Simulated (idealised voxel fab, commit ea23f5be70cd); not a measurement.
Documented hereafter: the process module known as voxel transistor to metal.
The figure presents cross-section cut, which has a width of 185 nm and is divided into square cells with an edge length of 5 nm.
In this document a cross-section is written as a grid of square cells. It is given as a series of bands, listed from the top down, and a band is one or more rows of cells. Read a band's entry like this: the first values are the height of its top and the height of its bottom in nm, and what follows is the sequence of materials from left to right, each with its width in nm. Note that "air" is empty space, and that a single material marked "everywhere" reaches across the band from edge to edge. Height datum 0, below which the as-received substrate wafer is one material. Lowest band open at the bottom, running downward: "0 -> down". Top row gets the first number, bottom row gets the second, and each row in between changes by the same step: that is how a band width like "30 to 40" works. It should be understood that the words "no modifications", when stated for a given step, signify that the cross-section underwent no change in any of its cells during that step. Fully closed voids: empty space of 8 cells or more with no open way to the top, each as width x height at its distance from the left edge, in nm. Post-settings text on a step line: simulator's own remark regarding the step. overlay nm: for a step with a mask, the amount by which the mask lay right of where it was planned; a negative amount means left of it. For the reader: what remains of this document is a series of pairs, each showing a cross-section before one process step and a cross-section after that step which reaches down only to the lowest band that changed, with the step between them and its settings set out under the pair. It should not be assumed that a pair continues from the pair above it; the pairs can come from different runs of this module on the same starting wafer, and such continuity exists only where the entry headed "Ahead of processing" says so.

Ahead of processing
> 110 -> 100  Cu everywhere
> 100 -> 95  TiN 50 nm | Cu 5 nm | TiN 75 nm | Cu 5 nm | TiN 50 nm
> 95 -> 65  lowk 45 nm | TiN 5 nm | Cu 5 nm | TiN 5 nm | lowk 65 nm | TiN 5 nm | Cu 5 nm | TiN 5 nm | lowk 45 nm
> 65 -> 60  SiCN 45 nm | TiN 15 nm | SiCN 65 nm | TiN 15 nm | SiCN 45 nm
> 60 -> 40  SiO2 45 nm | W 15 nm | SiO2 65 nm | W 15 nm | SiO2 45 nm
> 40 -> 35  SiO2 45 nm | TiN 15 nm | SiO2 65 nm | TiN 15 nm | SiO2 45 nm
> 35 -> 25  SiO2 45 nm | TiN 5 nm | Ru 20 nm | TiN 5 nm | SiO2 35 nm | TiN 5 nm | Ru 20 nm | TiN 5 nm | SiO2 45 nm
> 25 -> 15  SiO2 45 nm | TiN 5 nm | Ru 20 nm | TiN 5 nm | SiN 5 nm | SiCN 25 nm | SiN 5 nm | TiN 5 nm | Ru 20 nm | TiN 5 nm | SiO2 45 nm
> 15 -> 5  SiO2 45 nm | TiN 5 nm | Ru 20 nm | TiN 5 nm | SiN 5 nm | polySi 25 nm | SiN 5 nm | TiN 5 nm | Ru 20 nm | TiN 5 nm | SiO2 45 nm
> 5 -> 0  SiO2 45 nm | TiN 5 nm | Ru 10 nm | TiN 15 nm | SiN 5 nm | polySi 25 nm | SiN 5 nm | TiN 15 nm | Ru 10 nm | TiN 5 nm | SiO2 45 nm
> 0 -> -5  SiO2 35 nm | SiN 5 nm | SiO2 5 nm | TiN 5 nm | Ru 10 nm | TiN 5 nm | pSi 10 nm | SiN 5 nm | polySi 25 nm | SiN 5 nm | pSi 10 nm | TiN 5 nm | Ru 10 nm | TiN 5 nm | SiO2 5 nm | SiN 5 nm | SiO2 35 nm
> -5 -> -10  SiO2 45 nm | TiN 20 nm | pSi 10 nm | SiO2 35 nm | pSi 10 nm | TiN 20 nm | SiO2 45 nm
> -10 -> -20  SiO2 40 nm | pSi 35 nm | Si 35 nm | pSi 35 nm | SiO2 40 nm
> -20 -> -40  SiO2 40 nm | Si 105 nm | SiO2 40 nm
> -40 -> down  Si everywhere
> Fully closed voids: none

Resulting Cross-Section
> 115 -> 110  SiCN everywhere
> Everything below 110 is unchanged.
> Fully closed voids: none
Step sandwiched between the two cross-sections above: CONFORMAL_DEP, material SiCN, thk nm 5

Ahead of processing
> 60 -> 40  SiO2 45 nm | W 15 nm | SiO2 65 nm | W 15 nm | SiO2 45 nm
> 40 -> 35  SiO2 45 nm | TiN 15 nm | SiO2 65 nm | TiN 15 nm | SiO2 45 nm
> 35 -> 25  SiO2 45 nm | TiN 5 nm | Ru 20 nm | TiN 5 nm | SiO2 35 nm | TiN 5 nm | Ru 20 nm | TiN 5 nm | SiO2 45 nm
> 25 -> 15  SiO2 45 nm | TiN 5 nm | Ru 20 nm | TiN 5 nm | SiN 5 nm | SiCN 25 nm | SiN 5 nm | TiN 5 nm | Ru 20 nm | TiN 5 nm | SiO2 45 nm
> 15 -> 5  SiO2 45 nm | TiN 5 nm | Ru 20 nm | TiN 5 nm | SiN 5 nm | polySi 25 nm | SiN 5 nm | TiN 5 nm | Ru 20 nm | TiN 5 nm | SiO2 45 nm
> 5 -> 0  SiO2 45 nm | TiN 5 nm | Ru 10 nm | TiN 15 nm | SiN 5 nm | polySi 25 nm | SiN 5 nm | TiN 15 nm | Ru 10 nm | TiN 5 nm | SiO2 45 nm
> 0 -> -5  SiO2 35 nm | SiN 5 nm | SiO2 5 nm | TiN 5 nm | Ru 10 nm | TiN 5 nm | pSi 10 nm | SiN 5 nm | polySi 25 nm | SiN 5 nm | pSi 10 nm | TiN 5 nm | Ru 10 nm | TiN 5 nm | SiO2 5 nm | SiN 5 nm | SiO2 35 nm
> -5 -> -10  SiO2 45 nm | TiN 20 nm | pSi 10 nm | SiO2 35 nm | pSi 10 nm | TiN 20 nm | SiO2 45 nm
> -10 -> -20  SiO2 40 nm | pSi 35 nm | Si 35 nm | pSi 35 nm | SiO2 40 nm
> -20 -> -40  SiO2 40 nm | Si 105 nm | SiO2 40 nm
> -40 -> down  Si everywhere
> Fully closed voids: none

Resulting Cross-Section
> 90 -> 60  lowk everywhere
> Everything below 60 is unchanged.
> Fully closed voids: none
Step sandwiched between the two cross-sections above: DIRECTIONAL_DEP, material lowk, thk nm 30

Ahead of processing: the state before this step is the cross-section shown after the step in the pair just above.

Resulting Cross-Section
> 95 -> 90  SiCN everywhere
> Everything below 90 is unchanged.
> Fully closed voids: none
Step sandwiched between the two cross-sections above: CONFORMAL_DEP, material SiCN, thk nm 5

Ahead of processing: the state before this step is the cross-section shown after the step in the pair just above.

Resulting Cross-Section
> 105 -> 95  aC everywhere
> Everything below 95 is unchanged.
> Fully closed voids: none
Step sandwiched between the two cross-sections above: DIRECTIONAL_DEP, material aC, thk nm 10

Ahead of processing: the state before this step is the cross-section shown after the step in the pair just above.

Resulting Cross-Section
> 130 -> 105  resist 45 nm | air 15 nm | resist 65 nm | air 15 nm | resist 45 nm
> Everything below 105 is unchanged.
> Fully closed voids: none
Step sandwiched between the two cross-sections above: PATTERN, tone open, mask id METAL_2, material resist, width nm 15, pitch nm 80, thk nm 25, overlay nm 0

Ahead of processing: the state before this step is the cross-section shown after the step in the pair just above.

Resulting Cross-Section
> 120 -> 105  resist 45 nm | air 15 nm | resist 65 nm | air 15 nm | resist 45 nm
> 105 -> 95  aC 45 nm | air 15 nm | aC 65 nm | air 15 nm | aC 45 nm
> Everything below 95 is unchanged.
> Fully closed voids: none
Step sandwiched between the two cross-sections above: DIRECTIONAL_ETCH, etch materials aC, depth nm 10

Ahead of processing: the state before this step is the cross-section shown after the step in the pair just above.

Resulting Cross-Section
> 105 -> 95  aC 45 nm | air 15 nm | aC 65 nm | air 15 nm | aC 45 nm
> Everything below 95 is unchanged.
> Fully closed voids: none
Step sandwiched between the two cross-sections above: STRIP, etch materials resist

Ahead of processing: the state before this step is the cross-section shown after the step in the pair just above.

Resulting Cross-Section
> 95 -> 90  SiCN everywhere
> Everything below 90 is unchanged.
> Fully closed voids: none
Step sandwiched between the two cross-sections above: STRIP, etch materials aC

Ahead of processing
> 105 -> 95  aC everywhere
> 95 -> 90  SiCN everywhere
> 90 -> 60  lowk everywhere
> 60 -> 40  SiO2 45 nm | W 15 nm | SiO2 65 nm | W 15 nm | SiO2 45 nm
> 40 -> 35  SiO2 45 nm | TiN 15 nm | SiO2 65 nm | TiN 15 nm | SiO2 45 nm
> 35 -> 25  SiO2 45 nm | TiN 5 nm | Ru 20 nm | TiN 5 nm | SiO2 35 nm | TiN 5 nm | Ru 20 nm | TiN 5 nm | SiO2 45 nm
> 25 -> 15  SiO2 45 nm | TiN 5 nm | Ru 20 nm | TiN 5 nm | SiN 5 nm | SiCN 25 nm | SiN 5 nm | TiN 5 nm | Ru 20 nm | TiN 5 nm | SiO2 45 nm
> 15 -> 5  SiO2 45 nm | TiN 5 nm | Ru 20 nm | TiN 5 nm | SiN 5 nm | polySi 25 nm | SiN 5 nm | TiN 5 nm | Ru 20 nm | TiN 5 nm | SiO2 45 nm
> 5 -> 0  SiO2 45 nm | TiN 5 nm | Ru 10 nm | TiN 15 nm | SiN 5 nm | polySi 25 nm | SiN 5 nm | TiN 15 nm | Ru 10 nm | TiN 5 nm | SiO2 45 nm
> 0 -> -5  SiO2 35 nm | SiN 5 nm | SiO2 5 nm | TiN 5 nm | Ru 10 nm | TiN 5 nm | pSi 10 nm | SiN 5 nm | polySi 25 nm | SiN 5 nm | pSi 10 nm | TiN 5 nm | Ru 10 nm | TiN 5 nm | SiO2 5 nm | SiN 5 nm | SiO2 35 nm
> -5 -> -10  SiO2 45 nm | TiN 20 nm | pSi 10 nm | SiO2 35 nm | pSi 10 nm | TiN 20 nm | SiO2 45 nm
> -10 -> -20  SiO2 40 nm | pSi 35 nm | Si 35 nm | pSi 35 nm | SiO2 40 nm
> -20 -> -40  SiO2 40 nm | Si 105 nm | SiO2 40 nm
> -40 -> down  Si everywhere
> Fully closed voids: none

Resulting Cross-Section
> 130 -> 105  resist 45 nm | air 15 nm | resist 65 nm | air 15 nm | resist 45 nm
> Everything below 105 is unchanged.
> Fully closed voids: none
Step sandwiched between the two cross-sections above: PATTERN, tone open, mask id METAL_2_HOLES, material resist, width nm 15, pitch nm 80, thk nm 25, overlay nm 0

Ahead of processing
> 105 -> 95  aC 45 nm | air 15 nm | aC 65 nm | air 15 nm | aC 45 nm
> 95 -> 90  SiCN everywhere
> 90 -> 60  lowk everywhere
> 60 -> 40  SiO2 45 nm | W 15 nm | SiO2 65 nm | W 15 nm | SiO2 45 nm
> 40 -> 35  SiO2 45 nm | TiN 15 nm | SiO2 65 nm | TiN 15 nm | SiO2 45 nm
> 35 -> 25  SiO2 45 nm | TiN 5 nm | Ru 20 nm | TiN 5 nm | SiO2 35 nm | TiN 5 nm | Ru 20 nm | TiN 5 nm | SiO2 45 nm
> 25 -> 15  SiO2 45 nm | TiN 5 nm | Ru 20 nm | TiN 5 nm | SiN 5 nm | SiCN 25 nm | SiN 5 nm | TiN 5 nm | Ru 20 nm | TiN 5 nm | SiO2 45 nm
> 15 -> 5  SiO2 45 nm | TiN 5 nm | Ru 20 nm | TiN 5 nm | SiN 5 nm | polySi 25 nm | SiN 5 nm | TiN 5 nm | Ru 20 nm | TiN 5 nm | SiO2 45 nm
> 5 -> 0  SiO2 45 nm | TiN 5 nm | Ru 10 nm | TiN 15 nm | SiN 5 nm | polySi 25 nm | SiN 5 nm | TiN 15 nm | Ru 10 nm | TiN 5 nm | SiO2 45 nm
> 0 -> -5  SiO2 35 nm | SiN 5 nm | SiO2 5 nm | TiN 5 nm | Ru 10 nm | TiN 5 nm | pSi 10 nm | SiN 5 nm | polySi 25 nm | SiN 5 nm | pSi 10 nm | TiN 5 nm | Ru 10 nm | TiN 5 nm | SiO2 5 nm | SiN 5 nm | SiO2 35 nm
> -5 -> -10  SiO2 45 nm | TiN 20 nm | pSi 10 nm | SiO2 35 nm | pSi 10 nm | TiN 20 nm | SiO2 45 nm
> -10 -> -20  SiO2 40 nm | pSi 35 nm | Si 35 nm | pSi 35 nm | SiO2 40 nm
> -20 -> -40  SiO2 40 nm | Si 105 nm | SiO2 40 nm
> -40 -> down  Si everywhere
> Fully closed voids: none

Resulting Cross-Section
> 105 -> 95  aC 45 nm | air 15 nm | aC 65 nm | air 15 nm | aC 45 nm
> 95 -> 90  SiCN 45 nm | air 15 nm | SiCN 65 nm | air 15 nm | SiCN 45 nm
> Everything below 90 is unchanged.
> Fully closed voids: none
Step sandwiched between the two cross-sections above: DIRECTIONAL_ETCH, etch materials SiCN, depth nm 5

Ahead of processing: the state before this step is the cross-section shown after the step in the pair just above.

Resulting Cross-Section
> 95 -> 90  SiCN 45 nm | air 15 nm | SiCN 65 nm | air 15 nm | SiCN 45 nm
> Everything below 90 is unchanged.
> Fully closed voids: none
Step sandwiched between the two cross-sections above: STRIP, etch materials aC

Ahead of processing: the state before this step is the cross-section shown after the step in the pair just above.

Resulting Cross-Section
> 100 -> 95  TiN 50 nm | air 5 nm | TiN 75 nm | air 5 nm | TiN 50 nm
> 95 -> 90  SiCN 45 nm | TiN 15 nm | SiCN 65 nm | TiN 15 nm | SiCN 45 nm
> Everything below 90 is unchanged.
> Fully closed voids: none
Step sandwiched between the two cross-sections above: CONFORMAL_DEP, material TiN, thk nm 5

Ahead of processing: the state before this step is the cross-section shown after the step in the pair just above.

Resulting Cross-Section
> 110 -> 100  Cu everywhere
> 100 -> 95  TiN 50 nm | Cu 5 nm | TiN 75 nm | Cu 5 nm | TiN 50 nm
> Everything below 95 is unchanged.
> Fully closed voids: none
Step sandwiched between the two cross-sections above: FILL_DEP, material Cu, thk nm 10

Ahead of processing: the state before this step is the cross-section shown after the step in the pair just above.

Resulting Cross-Section
> 95 -> 90  SiCN 45 nm | TiN 15 nm | SiCN 65 nm | TiN 15 nm | SiCN 45 nm
> Everything below 90 is unchanged.
> Fully closed voids: none
Step sandwiched between the two cross-sections above: CMP, height nm 95

Ahead of processing: the state before this step is the cross-section shown after the step in the pair just above.

Resulting Cross-Section
> 100 -> 95  SiCN everywhere
> Everything below 95 is unchanged.
> Fully closed voids: none
Step sandwiched between the two cross-sections above: CONFORMAL_DEP, material SiCN, thk nm 5

Ahead of processing
> 25 -> 15  air 40 nm | aC 105 nm | air 40 nm
> 15 -> 0  air 40 nm | SiN 105 nm | air 40 nm
> 0 -> -5  air 40 nm | SiO2 105 nm | air 40 nm
> -5 -> down  Si everywhere
> Fully closed voids: none

Resulting Cross-Section
> 25 -> 15  air 40 nm | aC 105 nm | air 40 nm
> 15 -> 0  air 40 nm | SiN 105 nm | air 40 nm
> 0 -> -5  air 40 nm | SiO2 105 nm | air 40 nm
> -5 -> -35  air 40 nm | Si 105 nm | air 40 nm
> Everything below -35 is unchanged.
> Fully closed voids: none
Step sandwiched between the two cross-sections above: DIRECTIONAL_ETCH, etch materials Si, depth nm 30

Ahead of processing: the state before this step is the cross-section shown after the step in the pair just above.

Resulting Cross-Section
> 15 -> 0  air 40 nm | SiN 105 nm | air 40 nm
> Everything below 0 is unchanged.
> Fully closed voids: none
Step sandwiched between the two cross-sections above: STRIP, etch materials aC

Ahead of processing: the state before this step is the cross-section shown after the step in the pair just above.

Resulting Cross-Section
> 25 -> 15  SiO2 everywhere
> 15 -> 0  SiO2 40 nm | SiN 105 nm | SiO2 40 nm
> 0 -> -5  SiO2 everywhere
> -5 -> -35  SiO2 40 nm | Si 105 nm | SiO2 40 nm
> Everything below -35 is unchanged.
> Fully closed voids: none
Step sandwiched between the two cross-sections above: FILL_DEP, material SiO2, thk nm 10

Ahead of processing: the state before this step is the cross-section shown after the step in the pair just above.

Resulting Cross-Section
> 15 -> 0  SiO2 40 nm | SiN 105 nm | SiO2 40 nm
> Everything below 0 is unchanged.
> Fully closed voids: none
Step sandwiched between the two cross-sections above: CMP, height nm 15

Ahead of processing: the state before this step is the cross-section shown after the step in the pair just above.

Resulting Cross-Section
> 15 -> 5  air 40 nm | SiN 105 nm | air 40 nm
> Everything below 5 is unchanged.
> Fully closed voids: none
Step sandwiched between the two cross-sections above: SELECTIVE_ETCH, etch materials SiO2, depth nm 10

Ahead of processing: the state before this step is the cross-section shown after the step in the pair just above.

Resulting Cross-Section
> 5 -> 0  SiO2 40 nm | air 105 nm | SiO2 40 nm
> Everything below 0 is unchanged.
> Fully closed voids: none
Step sandwiched between the two cross-sections above: STRIP, etch materials SiN

Ahead of processing: the state before this step is the cross-section shown after the step in the pair just above.

Resulting Cross-Section
> 0 -> -5  SiO2 35 nm | air 115 nm | SiO2 35 nm
> Everything below -5 is unchanged.
> Fully closed voids: none
Step sandwiched between the two cross-sections above: SELECTIVE_ETCH, etch materials SiO2, depth nm 5

Ahead of processing: the state before this step is the cross-section shown after the step in the pair just above.

Resulting Cross-Section
> 0 -> -5  SiO2 35 nm | air 115 nm | SiO2 35 nm
> -5 -> -10  SiO2 everywhere
> Everything below -10 is unchanged.
> Fully closed voids: none
Step sandwiched between the two cross-sections above: OXIDIZE, depth nm 5

Ahead of processing: the state before this step is the cross-section shown after the step in the pair just above.

Resulting Cross-Section
> 20 -> 15  polySi 35 nm | air 115 nm | polySi 35 nm
> 15 -> 0  polySi everywhere
> 0 -> -5  SiO2 35 nm | polySi 115 nm | SiO2 35 nm
> Everything below -5 is unchanged.
> Fully closed voids: none
Step sandwiched between the two cross-sections above: DIRECTIONAL_DEP, material polySi, thk nm 20

Ahead of processing: the state before this step is the cross-section shown after the step in the pair just above.

Resulting Cross-Section
> 30 -> 25  SiCN 35 nm | air 115 nm | SiCN 35 nm
> 25 -> 20  SiCN everywhere
> 20 -> 15  polySi 35 nm | SiCN 115 nm | polySi 35 nm
> Everything below 15 is unchanged.
> Fully closed voids: none
Step sandwiched between the two cross-sections above: DIRECTIONAL_DEP, material SiCN, thk nm 10

Ahead of processing: the state before this step is the cross-section shown after the step in the pair just above.

Resulting Cross-Section
> 25 -> 20  air 80 nm | SiCN 25 nm | air 80 nm
> 20 -> 15  polySi 35 nm | air 45 nm | SiCN 25 nm | air 45 nm | polySi 35 nm
> Everything below 15 is unchanged.
> Fully closed voids: none
Step sandwiched between the two cross-sections above: MASKED_ETCH, tone cover, mask id GATE, width nm 25, etch materials SiCN, depth nm 20, overlay nm 0

Ahead of processing: the state before this step is the cross-section shown after the step in the pair just above.

Resulting Cross-Section
> 25 -> 15  air 80 nm | SiCN 25 nm | air 80 nm
> 15 -> 0  air 80 nm | polySi 25 nm | air 80 nm
> 0 -> -5  SiO2 35 nm | air 45 nm | polySi 25 nm | air 45 nm | SiO2 35 nm
> Everything below -5 is unchanged.
> Fully closed voids: none
Step sandwiched between the two cross-sections above: MASKED_ETCH, tone cover, mask id GATE, width nm 25, etch materials polySi, depth nm 30, overlay nm 0

Ahead of processing: the state before this step is the cross-section shown after the step in the pair just above.

Resulting Cross-Section
> 30 -> 25  air 75 nm | SiN 35 nm | air 75 nm
> 25 -> 15  air 75 nm | SiN 5 nm | SiCN 25 nm | SiN 5 nm | air 75 nm
> 15 -> 5  air 75 nm | SiN 5 nm | polySi 25 nm | SiN 5 nm | air 75 nm
> 5 -> 0  SiN 40 nm | air 35 nm | SiN 5 nm | polySi 25 nm | SiN 5 nm | air 35 nm | SiN 40 nm
> 0 -> -5  SiO2 35 nm | SiN 45 nm | polySi 25 nm | SiN 45 nm | SiO2 35 nm
> Everything below -5 is unchanged.
> Fully closed voids: none
Step sandwiched between the two cross-sections above: CONFORMAL_DEP, material SiN, thk nm 5

Ahead of processing: the state before this step is the cross-section shown after the step in the pair just above.

Resulting Cross-Section
> 25 -> 15  air 75 nm | SiN 5 nm | SiCN 25 nm | SiN 5 nm | air 75 nm
> 15 -> 0  air 75 nm | SiN 5 nm | polySi 25 nm | SiN 5 nm | air 75 nm
> 0 -> -5  SiO2 35 nm | SiN 5 nm | air 35 nm | SiN 5 nm | polySi 25 nm | SiN 5 nm | air 35 nm | SiN 5 nm | SiO2 35 nm
> Everything below -5 is unchanged.
> Fully closed voids: none
Step sandwiched between the two cross-sections above: DIRECTIONAL_ETCH, etch materials SiN, depth nm 5

Ahead of processing: the state before this step is the cross-section shown after the step in the pair just above.

Resulting Cross-Section
> 25 -> 15  air 75 nm | SiN 5 nm | SiCN 25 nm | SiN 5 nm | air 75 nm
> 15 -> 0  air 75 nm | SiN 5 nm | polySi 25 nm | SiN 5 nm | air 75 nm
> 0 -> -5  air 35 nm | SiN 5 nm | air 35 nm | SiN 5 nm | polySi 25 nm | SiN 5 nm | air 35 nm | SiN 5 nm | air 35 nm
> -5 -> -10  SiO2 40 nm | air 35 nm | SiO2 35 nm | air 35 nm | SiO2 40 nm
> Everything below -10 is unchanged.
> Fully closed voids: none
Step sandwiched between the two cross-sections above: DIRECTIONAL_ETCH, etch materials SiO2, depth nm 5

Ahead of processing: the state before this step is the cross-section shown after the step in the pair just above.

Resulting Cross-Section
> 25 -> 15  air 75 nm | SiN 5 nm | SiCN 25 nm | SiN 5 nm | air 75 nm
> 15 -> 0  air 75 nm | SiN 5 nm | polySi 25 nm | SiN 5 nm | air 75 nm
> 0 -> -5  air 35 nm | SiN 5 nm | air 35 nm | SiN 5 nm | polySi 25 nm | SiN 5 nm | air 35 nm | SiN 5 nm | air 35 nm
> -5 -> -10  SiO2 40 nm | air 35 nm | SiO2 35 nm | air 35 nm | SiO2 40 nm
> -10 -> -20  SiO2 40 nm | air 35 nm | Si 35 nm | air 35 nm | SiO2 40 nm
> Everything below -20 is unchanged.
> Fully closed voids: none
Step sandwiched between the two cross-sections above: DIRECTIONAL_ETCH, etch materials Si, depth nm 10

Ahead of processing: the state before this step is the cross-section shown after the step in the pair just above.

Resulting Cross-Section
> 25 -> 15  air 75 nm | SiN 5 nm | SiCN 25 nm | SiN 5 nm | air 75 nm
> 15 -> 0  air 75 nm | SiN 5 nm | polySi 25 nm | SiN 5 nm | air 75 nm
> 0 -> -5  air 35 nm | SiN 5 nm | air 25 nm | pSi 10 nm | SiN 5 nm | polySi 25 nm | SiN 5 nm | pSi 10 nm | air 25 nm | SiN 5 nm | air 35 nm
> -5 -> -10  SiO2 40 nm | air 25 nm | pSi 10 nm | SiO2 35 nm | pSi 10 nm | air 25 nm | SiO2 40 nm
> -10 -> -20  SiO2 40 nm | pSi 35 nm | Si 35 nm | pSi 35 nm | SiO2 40 nm
> Everything below -20 is unchanged.
> Fully closed voids: none
Step sandwiched between the two cross-sections above: EPI, material pSi, thk nm 10

Ahead of processing: the state before this step is the cross-section shown after the step in the pair just above.

Resulting Cross-Section
> 35 -> 25  SiO2 everywhere
> 25 -> 15  SiO2 75 nm | SiN 5 nm | SiCN 25 nm | SiN 5 nm | SiO2 75 nm
> 15 -> 0  SiO2 75 nm | SiN 5 nm | polySi 25 nm | SiN 5 nm | SiO2 75 nm
> 0 -> -5  SiO2 35 nm | SiN 5 nm | SiO2 25 nm | pSi 10 nm | SiN 5 nm | polySi 25 nm | SiN 5 nm | pSi 10 nm | SiO2 25 nm | SiN 5 nm | SiO2 35 nm
> -5 -> -10  SiO2 65 nm | pSi 10 nm | SiO2 35 nm | pSi 10 nm | SiO2 65 nm
> Everything below -10 is unchanged.
> Fully closed voids: none
Step sandwiched between the two cross-sections above: FILL_DEP, material SiO2, thk nm 10

Ahead of processing: the state before this step is the cross-section shown after the step in the pair just above.

Resulting Cross-Section
> 25 -> 15  SiO2 75 nm | SiN 5 nm | SiCN 25 nm | SiN 5 nm | SiO2 75 nm
> Everything below 15 is unchanged.
> Fully closed voids: none
Step sandwiched between the two cross-sections above: CMP, height nm 25

Ahead of processing: the state before this step is the cross-section shown after the step in the pair just above.

Resulting Cross-Section
> 35 -> 25  SiO2 everywhere
> Everything below 25 is unchanged.
> Fully closed voids: none
Step sandwiched between the two cross-sections above: DIRECTIONAL_DEP, material SiO2, thk nm 10

Ahead of processing: the state before this step is the cross-section shown after the step in the pair just above.

Resulting Cross-Section
> 50 -> 35  resist 45 nm | air 30 nm | resist 35 nm | air 30 nm | resist 45 nm
> Everything below 35 is unchanged.
> Fully closed voids: none
Step sandwiched between the two cross-sections above: PATTERN, tone open, mask id CONTACT, material resist, width nm 30, pitch nm 65, thk nm 15, overlay nm 0

Ahead of processing: the state before this step is the cross-section shown after the step in the pair just above.

Resulting Cross-Section
> 50 -> 35  resist 45 nm | air 30 nm | resist 35 nm | air 30 nm | resist 45 nm
> 35 -> 25  SiO2 45 nm | air 30 nm | SiO2 35 nm | air 30 nm | SiO2 45 nm
> 25 -> 15  SiO2 45 nm | air 30 nm | SiN 5 nm | SiCN 25 nm | SiN 5 nm | air 30 nm | SiO2 45 nm
> 15 -> 0  SiO2 45 nm | air 30 nm | SiN 5 nm | polySi 25 nm | SiN 5 nm | air 30 nm | SiO2 45 nm
> 0 -> -5  SiO2 35 nm | SiN 5 nm | SiO2 5 nm | air 20 nm | pSi 10 nm | SiN 5 nm | polySi 25 nm | SiN 5 nm | pSi 10 nm | air 20 nm | SiO2 5 nm | SiN 5 nm | SiO2 35 nm
> -5 -> -10  SiO2 45 nm | air 20 nm | pSi 10 nm | SiO2 35 nm | pSi 10 nm | air 20 nm | SiO2 45 nm
> Everything below -10 is unchanged.
> Fully closed voids: none
Step sandwiched between the two cross-sections above: DIRECTIONAL_ETCH, etch materials SiO2, depth nm 45

Ahead of processing: the state before this step is the cross-section shown after the step in the pair just above.

Resulting Cross-Section
> 35 -> 25  SiO2 45 nm | air 30 nm | SiO2 35 nm | air 30 nm | SiO2 45 nm
> Everything below 25 is unchanged.
> Fully closed voids: none
Step sandwiched between the two cross-sections above: STRIP, etch materials resist

Ahead of processing: the state before this step is the cross-section shown after the step in the pair just above.

Resulting Cross-Section
> 40 -> 35  TiN 50 nm | air 20 nm | TiN 45 nm | air 20 nm | TiN 50 nm
> 35 -> 25  SiO2 45 nm | TiN 5 nm | air 20 nm | TiN 5 nm | SiO2 35 nm | TiN 5 nm | air 20 nm | TiN 5 nm | SiO2 45 nm
> 25 -> 15  SiO2 45 nm | TiN 5 nm | air 20 nm | TiN 5 nm | SiN 5 nm | SiCN 25 nm | SiN 5 nm | TiN 5 nm | air 20 nm | TiN 5 nm | SiO2 45 nm
> 15 -> 5  SiO2 45 nm | TiN 5 nm | air 20 nm | TiN 5 nm | SiN 5 nm | polySi 25 nm | SiN 5 nm | TiN 5 nm | air 20 nm | TiN 5 nm | SiO2 45 nm
> 5 -> 0  SiO2 45 nm | TiN 5 nm | air 10 nm | TiN 15 nm | SiN 5 nm | polySi 25 nm | SiN 5 nm | TiN 15 nm | air 10 nm | TiN 5 nm | SiO2 45 nm
> 0 -> -5  SiO2 35 nm | SiN 5 nm | SiO2 5 nm | TiN 5 nm | air 10 nm | TiN 5 nm | pSi 10 nm | SiN 5 nm | polySi 25 nm | SiN 5 nm | pSi 10 nm | TiN 5 nm | air 10 nm | TiN 5 nm | SiO2 5 nm | SiN 5 nm | SiO2 35 nm
> -5 -> -10  SiO2 45 nm | TiN 20 nm | pSi 10 nm | SiO2 35 nm | pSi 10 nm | TiN 20 nm | SiO2 45 nm
> Everything below -10 is unchanged.
> Fully closed voids: none
Step sandwiched between the two cross-sections above: CONFORMAL_DEP, material TiN, thk nm 5

Ahead of processing: the state before this step is the cross-section shown after the step in the pair just above.

Resulting Cross-Section
> 50 -> 40  Ru everywhere
> 40 -> 35  TiN 50 nm | Ru 20 nm | TiN 45 nm | Ru 20 nm | TiN 50 nm
> 35 -> 25  SiO2 45 nm | TiN 5 nm | Ru 20 nm | TiN 5 nm | SiO2 35 nm | TiN 5 nm | Ru 20 nm | TiN 5 nm | SiO2 45 nm
> 25 -> 15  SiO2 45 nm | TiN 5 nm | Ru 20 nm | TiN 5 nm | SiN 5 nm | SiCN 25 nm | SiN 5 nm | TiN 5 nm | Ru 20 nm | TiN 5 nm | SiO2 45 nm
> 15 -> 5  SiO2 45 nm | TiN 5 nm | Ru 20 nm | TiN 5 nm | SiN 5 nm | polySi 25 nm | SiN 5 nm | TiN 5 nm | Ru 20 nm | TiN 5 nm | SiO2 45 nm
> 5 -> 0  SiO2 45 nm | TiN 5 nm | Ru 10 nm | TiN 15 nm | SiN 5 nm | polySi 25 nm | SiN 5 nm | TiN 15 nm | Ru 10 nm | TiN 5 nm | SiO2 45 nm
> 0 -> -5  SiO2 35 nm | SiN 5 nm | SiO2 5 nm | TiN 5 nm | Ru 10 nm | TiN 5 nm | pSi 10 nm | SiN 5 nm | polySi 25 nm | SiN 5 nm | pSi 10 nm | TiN 5 nm | Ru 10 nm | TiN 5 nm | SiO2 5 nm | SiN 5 nm | SiO2 35 nm
> Everything below -5 is unchanged.
> Fully closed voids: none
Step sandwiched between the two cross-sections above: FILL_DEP, material Ru, thk nm 10

Ahead of processing: the state before this step is the cross-section shown after the step in the pair just above.

Resulting Cross-Section
> 35 -> 25  SiO2 45 nm | TiN 5 nm | Ru 20 nm | TiN 5 nm | SiO2 35 nm | TiN 5 nm | Ru 20 nm | TiN 5 nm | SiO2 45 nm
> Everything below 25 is unchanged.
> Fully closed voids: none
Step sandwiched between the two cross-sections above: CMP, height nm 35

Ahead of processing: the state before this step is the cross-section shown after the step in the pair just above.

Resulting Cross-Section
> 40 -> 35  TiN everywhere
> Everything below 35 is unchanged.
> Fully closed voids: none
Step sandwiched between the two cross-sections above: DIRECTIONAL_DEP, material TiN, thk nm 5

Ahead of processing: the state before this step is the cross-section shown after the step in the pair just above.

Resulting Cross-Section
> 60 -> 40  W everywhere
> Everything below 40 is unchanged.
> Fully closed voids: none
Step sandwiched between the two cross-sections above: DIRECTIONAL_DEP, material W, thk nm 20

Ahead of processing: the state before this step is the cross-section shown after the step in the pair just above.

Resulting Cross-Section
> 75 -> 60  aC everywhere
> Everything below 60 is unchanged.
> Fully closed voids: none
Step sandwiched between the two cross-sections above: DIRECTIONAL_DEP, material aC, thk nm 15

Ahead of processing: the state before this step is the cross-section shown after the step in the pair just above.

Resulting Cross-Section
> 110 -> 75  air 45 nm | resist 15 nm | air 65 nm | resist 15 nm | air 45 nm
> Everything below 75 is unchanged.
> Fully closed voids: none
Step sandwiched between the two cross-sections above: PATTERN, tone cover, mask id METAL_1, material resist, width nm 15, pitch nm 80, thk nm 35, overlay nm 0

Ahead of processing: the state before this step is the cross-section shown after the step in the pair just above.

Resulting Cross-Section
> 95 -> 75  air 45 nm | resist 15 nm | air 65 nm | resist 15 nm | air 45 nm
> 75 -> 60  air 45 nm | aC 15 nm | air 65 nm | aC 15 nm | air 45 nm
> Everything below 60 is unchanged.
> Fully closed voids: none
Step sandwiched between the two cross-sections above: DIRECTIONAL_ETCH, etch materials aC, depth nm 15

Ahead of processing: the state before this step is the cross-section shown after the step in the pair just above.

Resulting Cross-Section
> 75 -> 60  air 45 nm | aC 15 nm | air 65 nm | aC 15 nm | air 45 nm
> Everything below 60 is unchanged.
> Fully closed voids: none
Step sandwiched between the two cross-sections above: STRIP, etch materials resist
